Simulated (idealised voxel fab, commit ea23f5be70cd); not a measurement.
process module | voxel transistor to metal
cross-section cut | 300 nm wide | cells 5 nm
A cross-section is a grid of square cells, given in bands from the top down. A band is one or more rows of cells.
Each band's line starts with the height of the band's top and of its bottom, in nm. Then come its materials from left to right, each with its width in nm. One material with "throughout" fills the band from edge to edge. "air" is empty space.
Height 0 is the level under which the wafer as received is all one material. The lowest band goes on downwards, as in "0 down".
A width such as "30 to 40" changes by the same amount from each row of cells to the next, from the band's top row to its bottom row.
"no change" after a step means that no cell of the cross-section changed.
closed voids: empty space of 8 cells or more with no open way to the top, each as width x height at its distance from the left edge, in nm
after a step's settings: what the simulator itself notes on the step
overlay nm, on a step with a mask: how far to the right of its planned place the mask lay; to the left if negative
plan
1 op RECEIVE | material Si
2 op CONFORMAL_DEP | material SiO2 | thk nm 5
3 op CONFORMAL_DEP | material SiN | thk nm 10
4 op DIRECTIONAL_DEP | material aC | thk nm 15
5 op PATTERN | tone cover | mask id ACTIVE | material resist | width nm 105 | pitch nm 135 | thk nm 30 | overlay nm 0
6 op DIRECTIONAL_ETCH | etch materials aC | depth nm 15
7 op STRIP | etch materials resist
8 op DIRECTIONAL_ETCH | etch materials SiN | depth nm 10
9 op DIRECTIONAL_ETCH | etch materials SiO2 | depth nm 5
10 op DIRECTIONAL_ETCH | etch materials Si | depth nm 35
11 op STRIP | etch materials aC
12 op FILL_DEP | material SiO2 | thk nm 15
13 op CMP | height nm 15
14 op SELECTIVE_ETCH | etch materials SiO2 | depth nm 5
15 op STRIP | etch materials SiN
16 op SELECTIVE_ETCH | etch materials SiO2 | depth nm 5
17 op OXIDIZE | depth nm 5
18 op DIRECTIONAL_DEP | material polySi | thk nm 20
19 op DIRECTIONAL_DEP | material SiCN | thk nm 15
20 op DIRECTIONAL_DEP | material aC | thk nm 15
21 op PATTERN | tone cover | mask id GATE | material resist | width nm 25 | pitch nm 135 | thk nm 30 | overlay nm 0
22 op DIRECTIONAL_ETCH | etch materials aC | depth nm 15
23 op STRIP | etch materials resist
24 op DIRECTIONAL_ETCH | etch materials SiCN | depth nm 25
25 op DIRECTIONAL_ETCH | etch materials polySi | depth nm 30
26 op STRIP | etch materials aC
27 op CONFORMAL_DEP | material SiO2 | thk nm 5
28 op DIRECTIONAL_ETCH | etch materials SiO2 | depth nm 5
29 op CONFORMAL_DEP | material SiN | thk nm 5
30 op DIRECTIONAL_ETCH | etch materials SiN | depth nm 5
31 op DIRECTIONAL_ETCH | etch materials SiO2 | depth nm 5
32 op DIRECTIONAL_ETCH | etch materials Si | depth nm 15
33 op EPI | material nSi | thk nm 15
34 op FILL_DEP | material SiO2 | thk nm 10
35 op CMP | height nm 35
36 op DIRECTIONAL_DEP | material SiO2 | thk nm 15
37 op PATTERN | tone open | mask id CONTACT | material resist | width nm 20 | thk nm 15 | overlay nm 0
38 op DIRECTIONAL_ETCH | etch materials SiO2 | depth nm 40
39 op STRIP | etch materials resist
40 op CONFORMAL_DEP | material TiN | thk nm 5
41 op FILL_DEP | material W | thk nm 5
42 op CMP | height nm 50
43 op CONFORMAL_DEP | material SiCN | thk nm 5
44 op DIRECTIONAL_DEP | material SiO2 | thk nm 25
45 op PATTERN | tone open | mask id METAL_1 | material resist | width nm 20 | thk nm 15 | overlay nm 0
46 op DIRECTIONAL_ETCH | etch materials SiO2 | depth nm 25
47 op DIRECTIONAL_ETCH | etch materials SiCN | depth nm 5
48 op STRIP | etch materials resist
49 op CONFORMAL_DEP | material TiN | thk nm 5
50 op FILL_DEP | material W | thk nm 10
51 op CMP | height nm 80
52 op CONFORMAL_DEP | material SiCN | thk nm 5
first wafer, as planned
as received, after step 1
  0 down: Si throughout
  closed voids: none
after step 2
  5 to 0: SiO2 throughout
  below 0: unchanged
after step 3
  15 to 5: SiN throughout
  below 5: unchanged
after step 4
  30 to 15: aC throughout
  below 15: unchanged
after step 5
  60 to 30: air 30 | resist 105 | air 30 | resist 105 | air 30
  below 30: unchanged
after step 6
  45 to 30: air 30 | resist 105 | air 30 | resist 105 | air 30
  30 to 15: air 30 | aC 105 | air 30 | aC 105 | air 30
  below 15: unchanged
after step 7
  30 to 15: air 30 | aC 105 | air 30 | aC 105 | air 30
  below 15: unchanged
after step 8
  30 to 15: air 30 | aC 105 | air 30 | aC 105 | air 30
  15 to 5: air 30 | SiN 105 | air 30 | SiN 105 | air 30
  below 5: unchanged
after step 9
  30 to 15: air 30 | aC 105 | air 30 | aC 105 | air 30
  15 to 5: air 30 | SiN 105 | air 30 | SiN 105 | air 30
  5 to 0: air 30 | SiO2 105 | air 30 | SiO2 105 | air 30
  below 0: unchanged
after step 10
  30 to 15: air 30 | aC 105 | air 30 | aC 105 | air 30
  15 to 5: air 30 | SiN 105 | air 30 | SiN 105 | air 30
  5 to 0: air 30 | SiO2 105 | air 30 | SiO2 105 | air 30
  0 to -35: air 30 | Si 105 | air 30 | Si 105 | air 30
  below -35: unchanged
after step 11
  15 to 5: air 30 | SiN 105 | air 30 | SiN 105 | air 30
  below 5: unchanged
after step 12
  30 to 15: SiO2 throughout
  15 to 5: SiO2 30 | SiN 105 | SiO2 30 | SiN 105 | SiO2 30
  5 to 0: SiO2 throughout
  0 to -35: SiO2 30 | Si 105 | SiO2 30 | Si 105 | SiO2 30
  below -35: unchanged
after step 13
  15 to 5: SiO2 30 | SiN 105 | SiO2 30 | SiN 105 | SiO2 30
  below 5: unchanged
after step 14
  15 to 10: air 30 | SiN 105 | air 30 | SiN 105 | air 30
  below 10: unchanged
after step 15
  10 to 5: SiO2 30 | air 105 | SiO2 30 | air 105 | SiO2 30
  below 5: unchanged
after step 16
  5 to 0: SiO2 25 | air 115 | SiO2 20 | air 115 | SiO2 25
  below 0: unchanged
after step 17
  5 to 0: SiO2 25 | air 115 | SiO2 20 | air 115 | SiO2 25
  0 to -5: SiO2 throughout
  below -5: unchanged
after step 18
  25 to 20: polySi 25 | air 115 | polySi 20 | air 115 | polySi 25
  20 to 5: polySi throughout
  5 to 0: SiO2 25 | polySi 115 | SiO2 20 | polySi 115 | SiO2 25
  below 0: unchanged
after step 19
  40 to 35: SiCN 25 | air 115 | SiCN 20 | air 115 | SiCN 25
  35 to 25: SiCN throughout
  25 to 20: polySi 25 | SiCN 115 | polySi 20 | SiCN 115 | polySi 25
  below 20: unchanged
after step 20
  55 to 50: aC 25 | air 115 | aC 20 | air 115 | aC 25
  50 to 40: aC throughout
  40 to 35: SiCN 25 | aC 115 | SiCN 20 | aC 115 | SiCN 25
  below 35: unchanged
after step 21
  85 to 55: air 70 | resist 25 | air 110 | resist 25 | air 70
  55 to 50: aC 25 | air 45 | resist 25 | air 45 | aC 20 | air 45 | resist 25 | air 45 | aC 25
  below 50: unchanged
after step 22
  70 to 50: air 70 | resist 25 | air 110 | resist 25 | air 70
  50 to 40: air 70 | aC 25 | air 110 | aC 25 | air 70
  40 to 35: SiCN 25 | air 45 | aC 25 | air 45 | SiCN 20 | air 45 | aC 25 | air 45 | SiCN 25
  below 35: unchanged
after step 23
  50 to 40: air 70 | aC 25 | air 110 | aC 25 | air 70
  below 40: unchanged
after step 24
  50 to 35: air 70 | aC 25 | air 110 | aC 25 | air 70
  35 to 25: air 70 | SiCN 25 | air 110 | SiCN 25 | air 70
  25 to 20: polySi 25 | air 45 | SiCN 25 | air 45 | polySi 20 | air 45 | SiCN 25 | air 45 | polySi 25
  below 20: unchanged
after step 25
  50 to 35: air 70 | aC 25 | air 110 | aC 25 | air 70
  35 to 20: air 70 | SiCN 25 | air 110 | SiCN 25 | air 70
  20 to 5: air 70 | polySi 25 | air 110 | polySi 25 | air 70
  5 to 0: SiO2 25 | air 45 | polySi 25 | air 45 | SiO2 20 | air 45 | polySi 25 | air 45 | SiO2 25
  below 0: unchanged
after step 26
  35 to 20: air 70 | SiCN 25 | air 110 | SiCN 25 | air 70
  below 20: unchanged
after step 27
  40 to 35: air 65 | SiO2 35 | air 100 | SiO2 35 | air 65
  35 to 20: air 65 | SiO2 5 | SiCN 25 | SiO2 5 | air 100 | SiO2 5 | SiCN 25 | SiO2 5 | air 65
  20 to 10: air 65 | SiO2 5 | polySi 25 | SiO2 5 | air 100 | SiO2 5 | polySi 25 | SiO2 5 | air 65
  10 to 5: SiO2 30 | air 35 | SiO2 5 | polySi 25 | SiO2 5 | air 35 | SiO2 30 | air 35 | SiO2 5 | polySi 25 | SiO2 5 | air 35 | SiO2 30
  5 to 0: SiO2 70 | polySi 25 | SiO2 110 | polySi 25 | SiO2 70
  below 0: unchanged
after step 28
  35 to 20: air 65 | SiO2 5 | SiCN 25 | SiO2 5 | air 100 | SiO2 5 | SiCN 25 | SiO2 5 | air 65
  20 to 5: air 65 | SiO2 5 | polySi 25 | SiO2 5 | air 100 | SiO2 5 | polySi 25 | SiO2 5 | air 65
  5 to 0: SiO2 30 | air 35 | SiO2 5 | polySi 25 | SiO2 5 | air 35 | SiO2 30 | air 35 | SiO2 5 | polySi 25 | SiO2 5 | air 35 | SiO2 30
  below 0: unchanged
after step 29
  40 to 35: air 60 | SiN 45 | air 90 | SiN 45 | air 60
  35 to 20: air 60 | SiN 5 | SiO2 5 | SiCN 25 | SiO2 5 | SiN 5 | air 90 | SiN 5 | SiO2 5 | SiCN 25 | SiO2 5 | SiN 5 | air 60
  20 to 10: air 60 | SiN 5 | SiO2 5 | polySi 25 | SiO2 5 | SiN 5 | air 90 | SiN 5 | SiO2 5 | polySi 25 | SiO2 5 | SiN 5 | air 60
  10 to 5: SiN 35 | air 25 | SiN 5 | SiO2 5 | polySi 25 | SiO2 5 | SiN 5 | air 25 | SiN 40 | air 25 | SiN 5 | SiO2 5 | polySi 25 | SiO2 5 | SiN 5 | air 25 | SiN 35
  5 to 0: SiO2 30 | SiN 35 | SiO2 5 | polySi 25 | SiO2 5 | SiN 35 | SiO2 30 | SiN 35 | SiO2 5 | polySi 25 | SiO2 5 | SiN 35 | SiO2 30
  below 0: unchanged
after step 30
  35 to 20: air 60 | SiN 5 | SiO2 5 | SiCN 25 | SiO2 5 | SiN 5 | air 90 | SiN 5 | SiO2 5 | SiCN 25 | SiO2 5 | SiN 5 | air 60
  20 to 5: air 60 | SiN 5 | SiO2 5 | polySi 25 | SiO2 5 | SiN 5 | air 90 | SiN 5 | SiO2 5 | polySi 25 | SiO2 5 | SiN 5 | air 60
  5 to 0: SiO2 30 | SiN 5 | air 25 | SiN 5 | SiO2 5 | polySi 25 | SiO2 5 | SiN 5 | air 25 | SiN 5 | SiO2 30 | SiN 5 | air 25 | SiN 5 | SiO2 5 | polySi 25 | SiO2 5 | SiN 5 | air 25 | SiN 5 | SiO2 30
  below 0: unchanged
after step 31
  35 to 30: air 60 | SiN 5 | air 5 | SiCN 25 | air 5 | SiN 5 | air 90 | SiN 5 | air 5 | SiCN 25 | air 5 | SiN 5 | air 60
  30 to 20: air 60 | SiN 5 | SiO2 5 | SiCN 25 | SiO2 5 | SiN 5 | air 90 | SiN 5 | SiO2 5 | SiCN 25 | SiO2 5 | SiN 5 | air 60
  20 to 5: air 60 | SiN 5 | SiO2 5 | polySi 25 | SiO2 5 | SiN 5 | air 90 | SiN 5 | SiO2 5 | polySi 25 | SiO2 5 | SiN 5 | air 60
  5 to 0: air 30 | SiN 5 | air 25 | SiN 5 | SiO2 5 | polySi 25 | SiO2 5 | SiN 5 | air 25 | SiN 5 | air 30 | SiN 5 | air 25 | SiN 5 | SiO2 5 | polySi 25 | SiO2 5 | SiN 5 | air 25 | SiN 5 | air 30
  0 to -5: SiO2 35 | air 25 | SiO2 45 | air 25 | SiO2 40 | air 25 | SiO2 45 | air 25 | SiO2 35
  below -5: unchanged
after step 32
  35 to 30: air 60 | SiN 5 | air 5 | SiCN 25 | air 5 | SiN 5 | air 90 | SiN 5 | air 5 | SiCN 25 | air 5 | SiN 5 | air 60
  30 to 20: air 60 | SiN 5 | SiO2 5 | SiCN 25 | SiO2 5 | SiN 5 | air 90 | SiN 5 | SiO2 5 | SiCN 25 | SiO2 5 | SiN 5 | air 60
  20 to 5: air 60 | SiN 5 | SiO2 5 | polySi 25 | SiO2 5 | SiN 5 | air 90 | SiN 5 | SiO2 5 | polySi 25 | SiO2 5 | SiN 5 | air 60
  5 to 0: air 30 | SiN 5 | air 25 | SiN 5 | SiO2 5 | polySi 25 | SiO2 5 | SiN 5 | air 25 | SiN 5 | air 30 | SiN 5 | air 25 | SiN 5 | SiO2 5 | polySi 25 | SiO2 5 | SiN 5 | air 25 | SiN 5 | air 30
  0 to -5: SiO2 35 | air 25 | SiO2 45 | air 25 | SiO2 40 | air 25 | SiO2 45 | air 25 | SiO2 35
  -5 to -20: SiO2 30 | Si 5 | air 25 | Si 45 | air 25 | Si 5 | SiO2 30 | Si 5 | air 25 | Si 45 | air 25 | Si 5 | SiO2 30
  below -20: unchanged
after step 33
  35 to 30: air 60 | SiN 5 | air 5 | SiCN 25 | air 5 | SiN 5 | air 90 | SiN 5 | air 5 | SiCN 25 | air 5 | SiN 5 | air 60
  30 to 20: air 60 | SiN 5 | SiO2 5 | SiCN 25 | SiO2 5 | SiN 5 | air 90 | SiN 5 | SiO2 5 | SiCN 25 | SiO2 5 | SiN 5 | air 60
  20 to 10: air 60 | SiN 5 | SiO2 5 | polySi 25 | SiO2 5 | SiN 5 | air 90 | SiN 5 | SiO2 5 | polySi 25 | SiO2 5 | SiN 5 | air 60
  10 to 5: air 30 | nSi 30 | SiN 5 | SiO2 5 | polySi 25 | SiO2 5 | SiN 5 | nSi 30 | air 30 | nSi 30 | SiN 5 | SiO2 5 | polySi 25 | SiO2 5 | SiN 5 | nSi 30 | air 30
  5 to 0: air 30 | SiN 5 | nSi 25 | SiN 5 | SiO2 5 | polySi 25 | SiO2 5 | SiN 5 | nSi 25 | SiN 5 | air 30 | SiN 5 | nSi 25 | SiN 5 | SiO2 5 | polySi 25 | SiO2 5 | SiN 5 | nSi 25 | SiN 5 | air 30
  0 to -5: SiO2 35 | nSi 25 | SiO2 45 | nSi 25 | SiO2 40 | nSi 25 | SiO2 45 | nSi 25 | SiO2 35
  -5 to -20: SiO2 30 | Si 5 | nSi 25 | Si 45 | nSi 25 | Si 5 | SiO2 30 | Si 5 | nSi 25 | Si 45 | nSi 25 | Si 5 | SiO2 30
  below -20: unchanged
after step 34
  45 to 35: SiO2 throughout
  35 to 20: SiO2 60 | SiN 5 | SiO2 5 | SiCN 25 | SiO2 5 | SiN 5 | SiO2 90 | SiN 5 | SiO2 5 | SiCN 25 | SiO2 5 | SiN 5 | SiO2 60
  20 to 10: SiO2 60 | SiN 5 | SiO2 5 | polySi 25 | SiO2 5 | SiN 5 | SiO2 90 | SiN 5 | SiO2 5 | polySi 25 | SiO2 5 | SiN 5 | SiO2 60
  10 to 5: SiO2 30 | nSi 30 | SiN 5 | SiO2 5 | polySi 25 | SiO2 5 | SiN 5 | nSi 30 | SiO2 30 | nSi 30 | SiN 5 | SiO2 5 | polySi 25 | SiO2 5 | SiN 5 | nSi 30 | SiO2 30
  5 to 0: SiO2 30 | SiN 5 | nSi 25 | SiN 5 | SiO2 5 | polySi 25 | SiO2 5 | SiN 5 | nSi 25 | SiN 5 | SiO2 30 | SiN 5 | nSi 25 | SiN 5 | SiO2 5 | polySi 25 | SiO2 5 | SiN 5 | nSi 25 | SiN 5 | SiO2 30
  below 0: unchanged
after step 35
  35 to 20: SiO2 60 | SiN 5 | SiO2 5 | SiCN 25 | SiO2 5 | SiN 5 | SiO2 90 | SiN 5 | SiO2 5 | SiCN 25 | SiO2 5 | SiN 5 | SiO2 60
  below 20: unchanged
after step 36
  50 to 35: SiO2 throughout
  below 35: unchanged
after step 37
  65 to 50: resist 35 | air 20 | resist 55 | air 20 | resist 40 | air 20 | resist 55 | air 20 | resist 35
  below 50: unchanged
after step 38
  65 to 50: resist 35 | air 20 | resist 55 | air 20 | resist 40 | air 20 | resist 55 | air 20 | resist 35
  50 to 35: SiO2 35 | air 20 | SiO2 55 | air 20 | SiO2 40 | air 20 | SiO2 55 | air 20 | SiO2 35
  35 to 20: SiO2 35 | air 20 | SiO2 5 | SiN 5 | SiO2 5 | SiCN 25 | SiO2 5 | SiN 5 | SiO2 5 | air 20 | SiO2 40 | air 20 | SiO2 5 | SiN 5 | SiO2 5 | SiCN 25 | SiO2 5 | SiN 5 | SiO2 5 | air 20 | SiO2 35
  20 to 10: SiO2 35 | air 20 | SiO2 5 | SiN 5 | SiO2 5 | polySi 25 | SiO2 5 | SiN 5 | SiO2 5 | air 20 | SiO2 40 | air 20 | SiO2 5 | SiN 5 | SiO2 5 | polySi 25 | SiO2 5 | SiN 5 | SiO2 5 | air 20 | SiO2 35
  below 10: unchanged
after step 39
  50 to 35: SiO2 35 | air 20 | SiO2 55 | air 20 | SiO2 40 | air 20 | SiO2 55 | air 20 | SiO2 35
  below 35: unchanged
after step 40
  55 to 50: TiN 40 | air 10 | TiN 65 | air 10 | TiN 50 | air 10 | TiN 65 | air 10 | TiN 40
  50 to 35: SiO2 35 | TiN 5 | air 10 | TiN 5 | SiO2 55 | TiN 5 | air 10 | TiN 5 | SiO2 40 | TiN 5 | air 10 | TiN 5 | SiO2 55 | TiN 5 | air 10 | TiN 5 | SiO2 35
  35 to 20: SiO2 35 | TiN 5 | air 10 | TiN 5 | SiO2 5 | SiN 5 | SiO2 5 | SiCN 25 | SiO2 5 | SiN 5 | SiO2 5 | TiN 5 | air 10 | TiN 5 | SiO2 40 | TiN 5 | air 10 | TiN 5 | SiO2 5 | SiN 5 | SiO2 5 | SiCN 25 | SiO2 5 | SiN 5 | SiO2 5 | TiN 5 | air 10 | TiN 5 | SiO2 35
  20 to 15: SiO2 35 | TiN 5 | air 10 | TiN 5 | SiO2 5 | SiN 5 | SiO2 5 | polySi 25 | SiO2 5 | SiN 5 | SiO2 5 | TiN 5 | air 10 | TiN 5 | SiO2 40 | TiN 5 | air 10 | TiN 5 | SiO2 5 | SiN 5 | SiO2 5 | polySi 25 | SiO2 5 | SiN 5 | SiO2 5 | TiN 5 | air 10 | TiN 5 | SiO2 35
  15 to 10: SiO2 35 | TiN 20 | SiO2 5 | SiN 5 | SiO2 5 | polySi 25 | SiO2 5 | SiN 5 | SiO2 5 | TiN 20 | SiO2 40 | TiN 20 | SiO2 5 | SiN 5 | SiO2 5 | polySi 25 | SiO2 5 | SiN 5 | SiO2 5 | TiN 20 | SiO2 35
  below 10: unchanged
after step 41
  60 to 55: W throughout
  55 to 50: TiN 40 | W 10 | TiN 65 | W 10 | TiN 50 | W 10 | TiN 65 | W 10 | TiN 40
  50 to 35: SiO2 35 | TiN 5 | W 10 | TiN 5 | SiO2 55 | TiN 5 | W 10 | TiN 5 | SiO2 40 | TiN 5 | W 10 | TiN 5 | SiO2 55 | TiN 5 | W 10 | TiN 5 | SiO2 35
  35 to 20: SiO2 35 | TiN 5 | W 10 | TiN 5 | SiO2 5 | SiN 5 | SiO2 5 | SiCN 25 | SiO2 5 | SiN 5 | SiO2 5 | TiN 5 | W 10 | TiN 5 | SiO2 40 | TiN 5 | W 10 | TiN 5 | SiO2 5 | SiN 5 | SiO2 5 | SiCN 25 | SiO2 5 | SiN 5 | SiO2 5 | TiN 5 | W 10 | TiN 5 | SiO2 35
  20 to 15: SiO2 35 | TiN 5 | W 10 | TiN 5 | SiO2 5 | SiN 5 | SiO2 5 | polySi 25 | SiO2 5 | SiN 5 | SiO2 5 | TiN 5 | W 10 | TiN 5 | SiO2 40 | TiN 5 | W 10 | TiN 5 | SiO2 5 | SiN 5 | SiO2 5 | polySi 25 | SiO2 5 | SiN 5 | SiO2 5 | TiN 5 | W 10 | TiN 5 | SiO2 35
  below 15: unchanged
after step 42
  50 to 35: SiO2 35 | TiN 5 | W 10 | TiN 5 | SiO2 55 | TiN 5 | W 10 | TiN 5 | SiO2 40 | TiN 5 | W 10 | TiN 5 | SiO2 55 | TiN 5 | W 10 | TiN 5 | SiO2 35
  below 35: unchanged
after step 43
  55 to 50: SiCN throughout
  below 50: unchanged
after step 44
  80 to 55: SiO2 throughout
  below 55: unchanged
after step 45
  95 to 80: resist 35 | air 20 | resist 55 | air 20 | resist 40 | air 20 | resist 55 | air 20 | resist 35
  below 80: unchanged
after step 46
  95 to 80: resist 35 | air 20 | resist 55 | air 20 | resist 40 | air 20 | resist 55 | air 20 | resist 35
  80 to 55: SiO2 35 | air 20 | SiO2 55 | air 20 | SiO2 40 | air 20 | SiO2 55 | air 20 | SiO2 35
  below 55: unchanged
after step 47
  95 to 80: resist 35 | air 20 | resist 55 | air 20 | resist 40 | air 20 | resist 55 | air 20 | resist 35
  80 to 55: SiO2 35 | air 20 | SiO2 55 | air 20 | SiO2 40 | air 20 | SiO2 55 | air 20 | SiO2 35
  55 to 50: SiCN 35 | air 20 | SiCN 55 | air 20 | SiCN 40 | air 20 | SiCN 55 | air 20 | SiCN 35
  below 50: unchanged
after step 48
  80 to 55: SiO2 35 | air 20 | SiO2 55 | air 20 | SiO2 40 | air 20 | SiO2 55 | air 20 | SiO2 35
  below 55: unchanged
after step 49
  85 to 80: TiN 40 | air 10 | TiN 65 | air 10 | TiN 50 | air 10 | TiN 65 | air 10 | TiN 40
  80 to 55: SiO2 35 | TiN 5 | air 10 | TiN 5 | SiO2 55 | TiN 5 | air 10 | TiN 5 | SiO2 40 | TiN 5 | air 10 | TiN 5 | SiO2 55 | TiN 5 | air 10 | TiN 5 | SiO2 35
  55 to 50: SiCN 35 | TiN 20 | SiCN 55 | TiN 20 | SiCN 40 | TiN 20 | SiCN 55 | TiN 20 | SiCN 35
  below 50: unchanged
after step 50
  95 to 85: W throughout
  85 to 80: TiN 40 | W 10 | TiN 65 | W 10 | TiN 50 | W 10 | TiN 65 | W 10 | TiN 40
  80 to 55: SiO2 35 | TiN 5 | W 10 | TiN 5 | SiO2 55 | TiN 5 | W 10 | TiN 5 | SiO2 40 | TiN 5 | W 10 | TiN 5 | SiO2 55 | TiN 5 | W 10 | TiN 5 | SiO2 35
  below 55: unchanged
after step 51
  80 to 55: SiO2 35 | TiN 5 | W 10 | TiN 5 | SiO2 55 | TiN 5 | W 10 | TiN 5 | SiO2 40 | TiN 5 | W 10 | TiN 5 | SiO2 55 | TiN 5 | W 10 | TiN 5 | SiO2 35
  below 55: unchanged
after step 52
  85 to 80: SiCN throughout
  below 80: unchanged
second wafer: like start, like plan, one mistake. Through step 35 it matches the first wafer
when step 36 should have ended
  65 to 35: SiO2 throughout
  below 35: unchanged
when step 37 should have ended
  80 to 65: resist 35 | air 20 | resist 55 | air 20 | resist 40 | air 20 | resist 55 | air 20 | resist 35
  below 65: unchanged
when step 38 should have ended
  80 to 65: resist 35 | air 20 | resist 55 | air 20 | resist 40 | air 20 | resist 55 | air 20 | resist 35
  65 to 35: SiO2 35 | air 20 | SiO2 55 | air 20 | SiO2 40 | air 20 | SiO2 55 | air 20 | SiO2 35
  35 to 25: SiO2 35 | air 20 | SiO2 5 | SiN 5 | SiO2 5 | SiCN 25 | SiO2 5 | SiN 5 | SiO2 5 | air 20 | SiO2 40 | air 20 | SiO2 5 | SiN 5 | SiO2 5 | SiCN 25 | SiO2 5 | SiN 5 | SiO2 5 | air 20 | SiO2 35
  below 25: unchanged
when step 39 should have ended
  65 to 35: SiO2 35 | air 20 | SiO2 55 | air 20 | SiO2 40 | air 20 | SiO2 55 | air 20 | SiO2 35
  below 35: unchanged
when step 40 should have ended
  70 to 65: TiN 40 | air 10 | TiN 65 | air 10 | TiN 50 | air 10 | TiN 65 | air 10 | TiN 40
  65 to 35: SiO2 35 | TiN 5 | air 10 | TiN 5 | SiO2 55 | TiN 5 | air 10 | TiN 5 | SiO2 40 | TiN 5 | air 10 | TiN 5 | SiO2 55 | TiN 5 | air 10 | TiN 5 | SiO2 35
  35 to 30: SiO2 35 | TiN 5 | air 10 | TiN 5 | SiO2 5 | SiN 5 | SiO2 5 | SiCN 25 | SiO2 5 | SiN 5 | SiO2 5 | TiN 5 | air 10 | TiN 5 | SiO2 40 | TiN 5 | air 10 | TiN 5 | SiO2 5 | SiN 5 | SiO2 5 | SiCN 25 | SiO2 5 | SiN 5 | SiO2 5 | TiN 5 | air 10 | TiN 5 | SiO2 35
  30 to 25: SiO2 35 | TiN 20 | SiO2 5 | SiN 5 | SiO2 5 | SiCN 25 | SiO2 5 | SiN 5 | SiO2 5 | TiN 20 | SiO2 40 | TiN 20 | SiO2 5 | SiN 5 | SiO2 5 | SiCN 25 | SiO2 5 | SiN 5 | SiO2 5 | TiN 20 | SiO2 35
  below 25: unchanged
when step 41 should have ended
  75 to 70: W throughout
  70 to 65: TiN 40 | W 10 | TiN 65 | W 10 | TiN 50 | W 10 | TiN 65 | W 10 | TiN 40
  65 to 35: SiO2 35 | TiN 5 | W 10 | TiN 5 | SiO2 55 | TiN 5 | W 10 | TiN 5 | SiO2 40 | TiN 5 | W 10 | TiN 5 | SiO2 55 | TiN 5 | W 10 | TiN 5 | SiO2 35
  35 to 30: SiO2 35 | TiN 5 | W 10 | TiN 5 | SiO2 5 | SiN 5 | SiO2 5 | SiCN 25 | SiO2 5 | SiN 5 | SiO2 5 | TiN 5 | W 10 | TiN 5 | SiO2 40 | TiN 5 | W 10 | TiN 5 | SiO2 5 | SiN 5 | SiO2 5 | SiCN 25 | SiO2 5 | SiN 5 | SiO2 5 | TiN 5 | W 10 | TiN 5 | SiO2 35
  below 30: unchanged
when step 42 should have ended
  50 to 35: SiO2 35 | TiN 5 | W 10 | TiN 5 | SiO2 55 | TiN 5 | W 10 | TiN 5 | SiO2 40 | TiN 5 | W 10 | TiN 5 | SiO2 55 | TiN 5 | W 10 | TiN 5 | SiO2 35
  below 35: unchanged
when step 43 should have ended
  55 to 50: SiCN throughout
  below 50: unchanged
when step 44 should have ended
  80 to 55: SiO2 throughout
  below 55: unchanged
when step 45 should have ended
  95 to 80: resist 35 | air 20 | resist 55 | air 20 | resist 40 | air 20 | resist 55 | air 20 | resist 35
  below 80: unchanged
when step 46 should have ended
  95 to 80: resist 35 | air 20 | resist 55 | air 20 | resist 40 | air 20 | resist 55 | air 20 | resist 35
  80 to 55: SiO2 35 | air 20 | SiO2 55 | air 20 | SiO2 40 | air 20 | SiO2 55 | air 20 | SiO2 35
  below 55: unchanged
when step 47 should have ended
  95 to 80: resist 35 | air 20 | resist 55 | air 20 | resist 40 | air 20 | resist 55 | air 20 | resist 35
  80 to 55: SiO2 35 | air 20 | SiO2 55 | air 20 | SiO2 40 | air 20 | SiO2 55 | air 20 | SiO2 35
  55 to 50: SiCN 35 | air 20 | SiCN 55 | air 20 | SiCN 40 | air 20 | SiCN 55 | air 20 | SiCN 35
  below 50: unchanged
when step 48 should have ended
  80 to 55: SiO2 35 | air 20 | SiO2 55 | air 20 | SiO2 40 | air 20 | SiO2 55 | air 20 | SiO2 35
  below 55: unchanged
when step 49 should have ended
  85 to 80: TiN 40 | air 10 | TiN 65 | air 10 | TiN 50 | air 10 | TiN 65 | air 10 | TiN 40
  80 to 55: SiO2 35 | TiN 5 | air 10 | TiN 5 | SiO2 55 | TiN 5 | air 10 | TiN 5 | SiO2 40 | TiN 5 | air 10 | TiN 5 | SiO2 55 | TiN 5 | air 10 | TiN 5 | SiO2 35
  55 to 50: SiCN 35 | TiN 20 | SiCN 55 | TiN 20 | SiCN 40 | TiN 20 | SiCN 55 | TiN 20 | SiCN 35
  below 50: unchanged
when step 50 should have ended
  95 to 85: W throughout
  85 to 80: TiN 40 | W 10 | TiN 65 | W 10 | TiN 50 | W 10 | TiN 65 | W 10 | TiN 40
  80 to 55: SiO2 35 | TiN 5 | W 10 | TiN 5 | SiO2 55 | TiN 5 | W 10 | TiN 5 | SiO2 40 | TiN 5 | W 10 | TiN 5 | SiO2 55 | TiN 5 | W 10 | TiN 5 | SiO2 35
  below 55: unchanged
when step 51 should have ended
  80 to 55: SiO2 35 | TiN 5 | W 10 | TiN 5 | SiO2 55 | TiN 5 | W 10 | TiN 5 | SiO2 40 | TiN 5 | W 10 | TiN 5 | SiO2 55 | TiN 5 | W 10 | TiN 5 | SiO2 35
  below 55: unchanged
when step 52 should have ended
  85 to 80: SiCN throughout
  below 80: unchanged
what went wrong: step 36 was run twice
at the end the second wafer has, in cells: 48 more of SiO2 | 24 fewer of TiN | 24 fewer of W
